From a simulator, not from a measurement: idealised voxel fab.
Name of the process module below: voxel capacitor over wiring
Displayed cross-section: cut, width of 300 nm, square cells sized 5 nm.
Cross-section format: a grid of square cells, given as bands from top to bottom; each band is one or more rows of cells. Read a band's entry like this: the first values are the height of its top and the height of its bottom in nm, and what follows is the sequence of materials from left to right, each with its width in nm. Note that "blank" is empty space, and that a single material marked "edge to edge" reaches across the band from edge to edge. Height reference: 0 = level under which incoming wafer is all one material. Lowest band: no bottom, runs on downward, e.g. "0 -> down". Read "30..40" as a graded width: first number on top, second number at the bottom, same change between each pair of neighbouring rows. "identical to before" -> step changed no cross-section cell. Heads up: "Enclosed internal cavities" only lists the empty pockets with no open path to the top that are 8 cells or more, and it writes them as width x height at distance, distance from the left edge, in nm. Formally, on a step line, whatever follows the settings is a remark that the simulator itself makes on the step. What "overlay nm" on a step's line means: if the step has a mask, that mask lay this far to the right of its planned place, or, when the value is negative, to the left.

These are the steps we planned for the process:
1 op RECEIVE | material Si
2 op CONFORMAL_DEP | material SiO2 | thk nm 15
3 op CONFORMAL_DEP | material SiN | thk nm 5
4 op DIRECTIONAL_DEP | material lowk | thk nm 20
5 op PATTERN | tone open | mask id METAL_1 | material resist | width nm 20 | pitch nm 90 | thk nm 20 | overlay nm 0
6 op DIRECTIONAL_ETCH | etch materials lowk | depth nm 20
7 op DIRECTIONAL_ETCH | etch materials SiN | depth nm 5
8 op STRIP | etch materials resist
9 op CONFORMAL_DEP | material TiN | thk nm 5
10 op FILL_DEP | material Cu | thk nm 5
11 op CMP | height nm 40
12 op CONFORMAL_DEP | material SiCN | thk nm 5
13 op DIRECTIONAL_DEP | material lowk | thk nm 20
14 op PATTERN | tone open | mask id PLUG_1 | material resist | width nm 15 | thk nm 20 | overlay nm 0
15 op DIRECTIONAL_ETCH | etch materials lowk | depth nm 20
16 op DIRECTIONAL_ETCH | etch materials SiCN | depth nm 5
17 op STRIP | etch materials resist
18 op CONFORMAL_DEP | material TiN | thk nm 5
19 op FILL_DEP | material Ru | thk nm 10
20 op CMP | height nm 65
21 op DIRECTIONAL_DEP | material TiN | thk nm 5
22 op DIRECTIONAL_DEP | material HfO2 | thk nm 5
23 op DIRECTIONAL_DEP | material TiN | thk nm 5
24 op DIRECTIONAL_DEP | material aC | thk nm 15
25 op PATTERN | tone cover | mask id UPPER_PLATE | material resist | width nm 75 | thk nm 35 | overlay nm 0
26 op DIRECTIONAL_ETCH | etch materials aC | depth nm 15
27 op STRIP | etch materials resist
28 op DIRECTIONAL_ETCH | etch materials TiN | depth nm 5
29 op DIRECTIONAL_ETCH | etch materials HfO2 | depth nm 5
30 op STRIP | etch materials aC
31 op MASKED_ETCH | tone cover | mask id LOWER_PLATE | width nm 85 | etch materials TiN | depth nm 5 | overlay nm 0
32 op FILL_DEP | material SiO2 | thk nm 15
33 op CMP | height nm 90
34 op MASKED_ETCH | tone open | mask id PLUG_2 | width nm 15 | etch materials SiO2 | depth nm 10 | overlay nm 0
35 op CONFORMAL_DEP | material TiN | thk nm 5
36 op FILL_DEP | material Cu | thk nm 10
37 op CMP | height nm 90
38 op CONFORMAL_DEP | material SiCN | thk nm 5

Cross-section of the incoming wafer, state after step 1:
* 0 -> down: Si edge to edge
* Enclosed internal cavities: none

Cross-section: first of two wafers, module finished, run according to plan:
* 95 -> 90: SiCN edge to edge
* 90 -> 85: SiO2: 110 / TiN: 5 / Cu: 5 / TiN: 5 / SiO2: 175
* 85 -> 75: SiO2: 110..100 / TiN: 15..75 / SiO2: 175..125
* 75 -> 70: SiO2: 100 / HfO2: 75 / SiO2: 125
* 70 -> 65: SiO2: 95 / TiN: 85 / SiO2: 120
* 65 -> 45: lowk: 100 / TiN: 5 / Ru: 5 / TiN: 5 / lowk: 185
* 45 -> 40: SiCN: 100 / TiN: 15 / SiCN: 185
* 40 -> 20: lowk: 95 / TiN: 5 / Cu: 10 / TiN: 5 / lowk: 70 / TiN: 5 / Cu: 10 / TiN: 5 / lowk: 95
* 20 -> 15: SiN: 95 / TiN: 20 / SiN: 70 / TiN: 20 / SiN: 95
* 15 -> 0: SiO2 edge to edge
* 0 -> down: Si edge to edge
* Enclosed internal cavities: none

Second of two wafers, module complete, sectioned: it shares the first wafer's start and plan but was run with one mistake:
* 95 -> 90: SiCN edge to edge
* 90 -> 85: SiO2: 110 / TiN: 5 / Cu: 5 / TiN: 5 / SiO2: 175
* 85 -> 75: SiO2: 110..100 / TiN: 15..75 / SiO2: 175..125
* 75 -> 70: SiO2: 100 / HfO2: 75 / SiO2: 125
* 70 -> 65: SiO2: 95 / TiN: 85 / SiO2: 120
* 65 -> 45: lowk: 100 / TiN: 5 / Ru: 5 / TiN: 5 / lowk: 185
* 45 -> 40: SiCN: 100 / TiN: 15 / SiCN: 185
* 40 -> 35: TiN: 100 / Cu: 10 / TiN: 80 / Cu: 10 / TiN: 100
* 35 -> 20: lowk: 95 / TiN: 5 / Cu: 10 / TiN: 5 / lowk: 70 / TiN: 5 / Cu: 10 / TiN: 5 / lowk: 95
* 20 -> 15: lowk: 95 / TiN: 20 / lowk: 70 / TiN: 20 / lowk: 95
* 15 -> 0: SiO2 edge to edge
* 0 -> down: Si edge to edge
* Enclosed internal cavities: none
Short version of what went wrong: plan step 3 never ran because it was skipped
Bottom line after processing is that, in cells, the second wafer is up or down on some materials versus the first: 52 fewer of SiN, 52 more of TiN
